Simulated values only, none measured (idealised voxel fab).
Proc. module: voxel self aligned vias
Square cells of 5 nm make up the cross-section cut, whose width is 275 nm.
Each cross-section below is a grid of square cells, stated as bands in top-down order, with one or more rows of cells making up each band.
Basically the band line says how high the top is and how high the bottom is, in nm, and then what's in it from left to right, every material with its width in nm. Empty space shows up as "empty", and if a single material carries "full width" it runs the full band edge to edge.
Beneath 0, the wafer as received is one material, and that level is where height counting begins. The lowest band goes on downward without a bottom; it is written like "top 0, no bottom".
A width given as "30->40" starts at the first number in the band's top row and ends at the second number in its bottom row, shifting by an equal amount at every step from row to row.
Key: "nothing different" - step with no changed cell in the cross-section.
Look at "Catalogued sealed voids" for the closed voids: empty spaces with no open path to the top, sized 8 cells or up. Each is width x height at distance, distance from the left edge, all nm.
Note: text after step settings on the step line = simulator remark on that step.
overlay nm, on a step with a mask: how far to the right of its planned place the mask lay; to the left if negative
The process steps that were planned are listed below
1 RECEIVE with material Si
2 CONFORMAL_DEP with material SiO2, thk nm 10
3 CONFORMAL_DEP with material SiCN, thk nm 5
4 DIRECTIONAL_DEP with material SiO2, thk nm 20
5 PATTERN with tone open, mask id LINES, material resist, width nm 20, pitch nm 65, thk nm 15, overlay nm 0
6 DIRECTIONAL_ETCH with etch materials SiO2, depth nm 20
7 STRIP with etch materials resist
8 CONFORMAL_DEP with material TiN, thk nm 5
9 FILL_DEP with material W, thk nm 5
10 CMP with height nm 35
11 SELECTIVE_ETCH with etch materials W Ru TiN, depth nm 10
12 FILL_DEP with material SiN, thk nm 5
13 CMP with height nm 35
14 DIRECTIONAL_DEP with material SiO2, thk nm 15
15 MASKED_ETCH with tone open, mask id VIAS, width nm 30, pitch nm 65, etch materials SiO2, depth nm 15, overlay nm 0
16 MASKED_ETCH with tone open, mask id VIAS, width nm 40, pitch nm 65, etch materials SiN, depth nm 10, overlay nm 0
17 CONFORMAL_DEP with material TiN, thk nm 5
18 FILL_DEP with material Ru, thk nm 10
19 CMP with height nm 50
20 CONFORMAL_DEP with material SiN, thk nm 5
The value of width nm given for step 15 in the plan refers to the first wafer; the wafers vary in this setting and are alike at the start.
This is how the first of several wafers looked in cross-section when it arrived, which is after step 1
    top 0, no bottom  Si full width
    Catalogued sealed voids: none
End of module: cross-section of the first of several wafers after step 20, the last step
    top 55, bottom 50  SiN full width
    top 50, bottom 40  SiO2 (55), TiN (5), Ru (20), TiN (5), SiO2 (35), TiN (5), Ru (20), TiN (5), SiO2 (35), TiN (5), Ru (20), TiN (5), SiO2 (60)
    top 40, bottom 30  SiO2 (55->60), TiN (10->5), Ru (10), TiN (10->5), SiO2 (35->45), TiN (10->5), Ru (10), TiN (10->5), SiO2 (35->45), TiN (10->5), Ru (10), TiN (10->5), SiO2 (60->65)
    top 30, bottom 25  SiO2 (60), TiN (20), SiO2 (45), TiN (20), SiO2 (45), TiN (20), SiO2 (65)
    top 25, bottom 20  SiO2 (60), TiN (5), W (10), TiN (5), SiO2 (45), TiN (5), W (10), TiN (5), SiO2 (45), TiN (5), W (10), TiN (5), SiO2 (65)
    top 20, bottom 15  SiO2 (60), TiN (20), SiO2 (45), TiN (20), SiO2 (45), TiN (20), SiO2 (65)
    top 15, bottom 10  SiCN full width
    top 10, bottom 0  SiO2 full width
    top 0, no bottom  Si full width
    Catalogued sealed voids: none
Sectional view of the last wafer upon completion of the module
    top 55, bottom 50  SiN full width
    top 50, bottom 40  SiO2 (45), TiN (5), Ru (40), TiN (5), SiO2 (15), TiN (5), Ru (40), TiN (5), SiO2 (15), TiN (5), Ru (40), TiN (5), SiO2 (50)
    top 40, bottom 30  SiO2 (45->60), TiN (20->5), Ru (10), TiN (20->5), SiO2 (15->45), TiN (20->5), Ru (10), TiN (20->5), SiO2 (15->45), TiN (20->5), Ru (10), TiN (20->5), SiO2 (50->65)
    top 30, bottom 25  SiO2 (60), TiN (20), SiO2 (45), TiN (20), SiO2 (45), TiN (20), SiO2 (65)
    top 25, bottom 20  SiO2 (60), TiN (5), W (10), TiN (5), SiO2 (45), TiN (5), W (10), TiN (5), SiO2 (45), TiN (5), W (10), TiN (5), SiO2 (65)
    top 20, bottom 15  SiO2 (60), TiN (20), SiO2 (45), TiN (20), SiO2 (45), TiN (20), SiO2 (65)
    top 15, bottom 10  SiCN full width
    top 10, bottom 0  SiO2 full width
    top 0, no bottom  Si full width
    Catalogued sealed voids: none
Rows = wafers. At module end, each row lists per material the cells gained (+) or lost (-) since the wafer was received, then the closed voids
width nm 30; +36 Ru; +55 SiCN; +55 SiN; +393 SiO2; +60 TiN; +6 W; Catalogued sealed voids: none
width nm 35; +42 Ru; +55 SiCN; +55 SiN; +384 SiO2; +63 TiN; +6 W; Catalogued sealed voids: none
width nm 40; +48 Ru; +55 SiCN; +55 SiN; +375 SiO2; +66 TiN; +6 W; Catalogued sealed voids: none
width nm 45; +54 Ru; +55 SiCN; +55 SiN; +366 SiO2; +69 TiN; +6 W; Catalogued sealed voids: none
width nm 50; +60 Ru; +55 SiCN; +55 SiN; +357 SiO2; +72 TiN; +6 W; Catalogued sealed voids: none
